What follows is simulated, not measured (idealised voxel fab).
The following is a process module called voxel wiring stack.
Section cut is 250 nm wide and gridded with 5 nm square cells.
Cross-section format: a grid of square cells, given as bands from top to bottom; each band is one or more rows of cells. In this notation a band is specified by the heights of its top and bottom, in that order and in nm, after which its materials appear from left to right, each paired with its width in nm. The word "full width" attached to a single material means that material fills the band from edge to edge; the word "empty" stands for empty space. It should be noted that heights are counted from 0, beneath which the wafer as supplied is of one material throughout, and that the lowest band possesses no lower boundary but continues downward, as written in "0 down". The two numbers in a width such as "30 to 40" mark its ends across the band: the first belongs to the top row of cells, the second to the bottom row, and from each row to the next the width moves by the same amount. You'll sometimes find "everything unchanged" written for a step, and that's the way of saying that nowhere in the cross-section did a cell change during that step. Listed in "Voids, enclosed": every empty space of 8 or more cells without an open way to the top. Form: width x height at distance, the distance being from the left edge, all in nm. Past the settings on a step's line: simulator remark, on that step. "overlay nm" denotes, for a step that has a mask, the displacement of the mask to the right of its planned place, with negative values corresponding to the left.
### Steps planned for the process
1) RECEIVE [material Si]
2) CONFORMAL_DEP [material SiO2] [thk nm 10]
3) CONFORMAL_DEP [material SiCN] [thk nm 5]
4) DIRECTIONAL_DEP [material lowk] [thk nm 15]
5) DIRECTIONAL_DEP [material aC] [thk nm 15]
6) PATTERN [tone open] [mask id METAL_1] [material resist] [width nm 20] [pitch nm 40] [thk nm 35] [overlay nm 0]
7) DIRECTIONAL_ETCH [etch materials aC] [depth nm 15]
8) STRIP [etch materials resist]
9) DIRECTIONAL_ETCH [etch materials lowk] [depth nm 15]
10) DIRECTIONAL_ETCH [etch materials SiCN] [depth nm 5]
11) STRIP [etch materials aC]
12) CONFORMAL_DEP [material TiN] [thk nm 5]
13) FILL_DEP [material W] [thk nm 5]
14) CMP [height nm 30]
15) CONFORMAL_DEP [material SiCN] [thk nm 5]
16) DIRECTIONAL_DEP [material SiO2] [thk nm 10]
17) DIRECTIONAL_DEP [material aC] [thk nm 10]
18) PATTERN [tone open] [mask id PLUG_1] [material resist] [width nm 15] [pitch nm 40] [thk nm 30] [overlay nm 0]
19) DIRECTIONAL_ETCH [etch materials aC] [depth nm 10]
20) STRIP [etch materials resist]
21) DIRECTIONAL_ETCH [etch materials SiO2] [depth nm 10]
22) DIRECTIONAL_ETCH [etch materials SiCN] [depth nm 5]
23) STRIP [etch materials aC]
24) CONFORMAL_DEP [material TiN] [thk nm 5]
25) FILL_DEP [material Cu] [thk nm 10]
26) CMP [height nm 45]
27) CONFORMAL_DEP [material SiCN] [thk nm 5]
28) DIRECTIONAL_DEP [material SiO2] [thk nm 15]
29) DIRECTIONAL_DEP [material aC] [thk nm 15]
30) PATTERN [tone open] [mask id METAL_2] [material resist] [width nm 20] [pitch nm 40] [thk nm 35] [overlay nm 0]
31) DIRECTIONAL_ETCH [etch materials aC] [depth nm 15]
32) STRIP [etch materials resist]
33) DIRECTIONAL_ETCH [etch materials SiO2] [depth nm 15]
34) DIRECTIONAL_ETCH [etch materials SiCN] [depth nm 5]
35) STRIP [etch materials aC]
36) CONFORMAL_DEP [material TiN] [thk nm 5]
37) FILL_DEP [material Ru] [thk nm 5]
38) CMP [height nm 65]
39) CONFORMAL_DEP [material SiCN] [thk nm 5]
40) DIRECTIONAL_DEP [material lowk] [thk nm 35]
41) DIRECTIONAL_DEP [material aC] [thk nm 10]
42) PATTERN [tone open] [mask id METAL_3_HOLES] [material resist] [width nm 15] [pitch nm 40] [thk nm 25] [overlay nm 0]
43) DIRECTIONAL_ETCH [etch materials aC] [depth nm 10]
44) STRIP [etch materials resist]
45) DIRECTIONAL_ETCH [etch materials lowk] [depth nm 35]
46) STRIP [etch materials aC]
47) PATTERN [tone open] [mask id METAL_3] [material resist] [width nm 20] [pitch nm 40] [thk nm 20] [overlay nm 0]
48) DIRECTIONAL_ETCH [etch materials lowk] [depth nm 20]
49) DIRECTIONAL_ETCH [etch materials SiCN] [depth nm 5]
50) STRIP [etch materials resist]
51) CONFORMAL_DEP [material TiN] [thk nm 5]
52) FILL_DEP [material Cu] [thk nm 5]
53) CMP [height nm 105]
54) CONFORMAL_DEP [material SiN] [thk nm 5]
### As received (post step 1): cross-section
* 0 down | Si full width
* Voids, enclosed: none
### Same starting wafer, same plan as above, one mistake in the execution; this is the cross-section at the end of the module
* 110 to 105 | SiN full width
* 105 to 90 | 75 lowk  5 TiN  10 Cu  5 TiN  20 lowk  5 TiN  10 Cu  5 TiN  20 lowk  5 TiN  10 Cu  5 TiN  75 lowk
* 90 to 85 | 75 lowk  5 TiN  5 Cu  10 TiN  20 lowk  5 TiN  5 Cu  10 TiN  20 lowk  5 TiN  5 Cu  10 TiN  75 lowk
* 85 to 70 | 75 lowk  5 TiN  5 Cu  5 TiN  25 lowk  5 TiN  5 Cu  5 TiN  25 lowk  5 TiN  5 Cu  5 TiN  80 lowk
* 70 to 65 | 75 SiCN  15 TiN  25 SiCN  15 TiN  25 SiCN  15 TiN  80 SiCN
* 65 to 50 | 75 SiO2  5 TiN  10 Ru  5 TiN  20 SiO2  5 TiN  10 Ru  5 TiN  20 SiO2  5 TiN  10 Ru  5 TiN  75 SiO2
* 50 to 45 | 75 SiCN  20 TiN  20 SiCN  20 TiN  20 SiCN  20 TiN  75 SiCN
* 45 to 35 | 75 SiO2  5 TiN  5 Cu  5 TiN  25 SiO2  5 TiN  5 Cu  5 TiN  25 SiO2  5 TiN  5 Cu  5 TiN  80 SiO2
* 35 to 30 | 75 SiCN  15 TiN  25 SiCN  15 TiN  25 SiCN  15 TiN  80 SiCN
* 30 to 20 | 75 lowk  5 TiN  10 W  5 TiN  20 lowk  5 TiN  10 W  5 TiN  20 lowk  5 TiN  10 W  5 TiN  75 lowk
* 20 to 15 | 75 lowk  20 TiN  20 lowk  20 TiN  20 lowk  20 TiN  75 lowk
* 15 to 5 | SiO2 full width
* 5 to 0 | SiCN full width
* 0 down | Si full width
* Voids, enclosed: none
Short version of what went wrong: steps 2 and 3 were swapped
